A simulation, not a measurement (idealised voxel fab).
Process module heading - voxel air gaps
FYI the section here is cut, 195 nm wide, cells are 5 nm squares.
Cross-sections here: square-cell grids, written as top-down lists of bands, a band being one or more rows of cells.
Band: top and bottom heights (nm) first, top before bottom; then materials from left to right, widths in nm. "all across" marks a sole material filling the band edge to edge. "blank" denotes empty space.
For the purposes of this specification, 0 denotes the height below which the wafer in its as-received condition is composed wholly of one material, and the lowermost band, lacking a lower limit, extends downward without end, as expressed in "0 nm and below".
A width such as "30 to 40" changes by the same amount from each row of cells to the next, from the band's top row to its bottom row.
"nothing was modified" -> step changed no cross-section cell.
In "Closed void roster" the enclosed voids are listed, meaning empty spaces of 8 cells or larger without any opening to the top. The form is width x height at distance, distance from the left edge, units nm.
If you see something after the settings on a step's line, that's the simulator's own remark about that step.
overlay nm: on a step with a mask, how far right of its planned place the mask lay; negative means left.

THE PROCESS STEPS THAT WERE PLANNED ARE LISTED BELOW
- 1: RECEIVE, material Si
- 2: CONFORMAL_DEP, material SiO2, thk nm 10
- 3: CONFORMAL_DEP, material SiN, thk nm 5
- 4: DIRECTIONAL_DEP, material lowk, thk nm 35
- 5: DIRECTIONAL_DEP, material aC, thk nm 15
- 6: PATTERN, tone open, mask id LINES, material resist, width nm 15, pitch nm 45, thk nm 30, overlay nm 0
- 7: DIRECTIONAL_ETCH, etch materials aC, depth nm 15
- 8: STRIP, etch materials resist
- 9: DIRECTIONAL_ETCH, etch materials lowk, depth nm 35
- 10: STRIP, etch materials aC
- 11: CONFORMAL_DEP, material TiN, thk nm 5
- 12: FILL_DEP, material Cu, thk nm 5
- 13: CMP, height nm 50
- 14: EPI, material Ru, thk nm 10
- 15: SELECTIVE_ETCH, etch materials lowk, depth nm 45
- 16: CONFORMAL_DEP, material SiN, thk nm 5

AS RECEIVED (POST STEP 1): CROSS-SECTION
    0 nm and below  Si all across
    Closed void roster: none

THE MODULE WAS RUN FROM THE START SHOWN ABOVE USING THE PLAN SHOWN ABOVE, BUT ONE MISTAKE WAS MADE DOING IT; THE RESULTING WAFER CROSS-SECTION IS BELOW
    55 nm to 45 nm  SiN all across
    45 nm to 10 nm  lowk all across
    10 nm to 0 nm  SiO2 all across
    0 nm and below  Si all across
    Closed void roster: none
Want to know what went wrong? note: step 3 <-> step 4, run order reversed vs plan
